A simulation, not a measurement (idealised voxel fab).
The process module presented herein is designated voxel self aligned contacts.
Displayed cross-section: cut, width of 295 nm, square cells sized 5 nm.
Cross-section format: a grid of square cells, given as bands from top to bottom; each band is one or more rows of cells. Heads up on the band format: heights come first, top then bottom, in nm. After that it's the materials left to right, each with its width in nm. A single material flagged "all across" fills the whole band edge to edge, and "empty" means there's empty space there. Heights are reckoned from 0. Under this level, the received wafer is all of one material. The bottommost band is open-ended downward, for example "0 nm and below". The notation "30->40" denotes a width that varies across the rows of cells in the band, beginning at the first number in the top row, finishing at the second number in the bottom row, and changing by an identical amount from each row to the next. "all unchanged" for a step: no cell of the cross-section changed in that step. Listed in "Closed cavity list": every empty space of 8 or more cells without an open way to the top. Form: width x height at distance, the distance being from the left edge, all in nm. If you see something after the settings on a step's line, that's the simulator's own remark about that step. The line of a step may include "overlay nm". On a step with a mask, this value is how far to the right of its planned place the mask lay. A negative value means the mask lay to the left.

## The steps planned for the process are as follows
1. RECEIVE | material Si
2. CONFORMAL_DEP | material SiO2 | thk nm 5
3. DIRECTIONAL_DEP | material polySi | thk nm 20
4. DIRECTIONAL_DEP | material SiN | thk nm 25
5. DIRECTIONAL_DEP | material aC | thk nm 15
6. PATTERN | tone cover | mask id GATE | material resist | width nm 25 | pitch nm 65 | thk nm 30 | overlay nm 0
7. DIRECTIONAL_ETCH | etch materials aC | depth nm 15
8. STRIP | etch materials resist
9. DIRECTIONAL_ETCH | etch materials SiN | depth nm 25
10. DIRECTIONAL_ETCH | etch materials polySi | depth nm 20
11. STRIP | etch materials aC
12. CONFORMAL_DEP | material SiN | thk nm 10
13. DIRECTIONAL_ETCH | etch materials SiN | depth nm 10
14. FILL_DEP | material SiO2 | thk nm 15
15. CMP | height nm 60
16. DIRECTIONAL_DEP | material aC | thk nm 10
17. PATTERN | tone open | mask id CONTACT | material resist | width nm 50 | pitch nm 65 | thk nm 25 | overlay nm 0
18. DIRECTIONAL_ETCH | etch materials aC | depth nm 10
19. STRIP | etch materials resist
20. DIRECTIONAL_ETCH | etch materials SiO2 | depth nm 60
21. STRIP | etch materials aC
22. CONFORMAL_DEP | material TiN | thk nm 5
23. FILL_DEP | material Ru | thk nm 10
24. CMP | height nm 60
25. CONFORMAL_DEP | material SiN | thk nm 5

## Incoming wafer in cross-section (state: after step 1)
    0 nm and below = Si all across
    Closed cavity list: none

## Wafer cross-section at module end: first of two, run to plan
    65 nm to 60 nm = SiN all across
    60 nm to 50 nm = SiO2: 90; TiN: 5->20; Ru: 40->10; TiN: 5->20; SiO2: 15; TiN: 5->20; Ru: 40->10; TiN: 5->20; SiO2: 90
    50 nm to 25 nm = SiO2: 60; SiN: 45; TiN: 5; Ru: 10; TiN: 5; SiN: 45; TiN: 5; Ru: 10; TiN: 5; SiN: 45; SiO2: 60
    25 nm to 5 nm = SiO2: 60; SiN: 10; polySi: 25; SiN: 10; TiN: 5; Ru: 10; TiN: 5; SiN: 10; polySi: 25; SiN: 10; TiN: 5; Ru: 10; TiN: 5; SiN: 10; polySi: 25; SiN: 10; SiO2: 60
    5 nm to 0 nm = SiO2: 105; TiN: 20; SiO2: 45; TiN: 20; SiO2: 105
    0 nm and below = Si all across
    Closed cavity list: none

## Here is the second of the two wafers cut open at the end of the module - same start, same plan as the first one, but we made one mistake running it
    65 nm to 60 nm = SiN all across
    60 nm to 55 nm = SiO2: 90; TiN: 5; Ru: 40; TiN: 5; SiO2: 15; TiN: 5; Ru: 40; TiN: 5; SiO2: 90
    55 nm to 50 nm = SiO2: 90; TiN: 50; SiO2: 15; TiN: 50; SiO2: 90
    50 nm to 25 nm = SiO2: 55; SiN: 55; TiN: 10; SiN: 55; TiN: 10; SiN: 55; SiO2: 55
    25 nm to 5 nm = SiO2: 55; SiN: 10; polySi: 35; SiN: 10; TiN: 10; SiN: 10; polySi: 35; SiN: 10; TiN: 10; SiN: 10; polySi: 35; SiN: 10; SiO2: 55
    5 nm to 0 nm = SiO2: 110; TiN: 10; SiO2: 55; TiN: 10; SiO2: 110
    0 nm and below = Si all across
    Closed cavity list: none
Against the plan, the run slipped here: the process deviated at step 6: the operation and settings actually run there were PATTERN | tone cover | mask id GATE | material resist | width nm 35 | pitch nm 65 | thk nm 30 | overlay nm 0
Heads up, by the end the second wafer has more or fewer cells of some materials compared to the first: Ru: 40 fewer | SiN: 30 more | SiO2: 14 fewer | polySi: 24 more
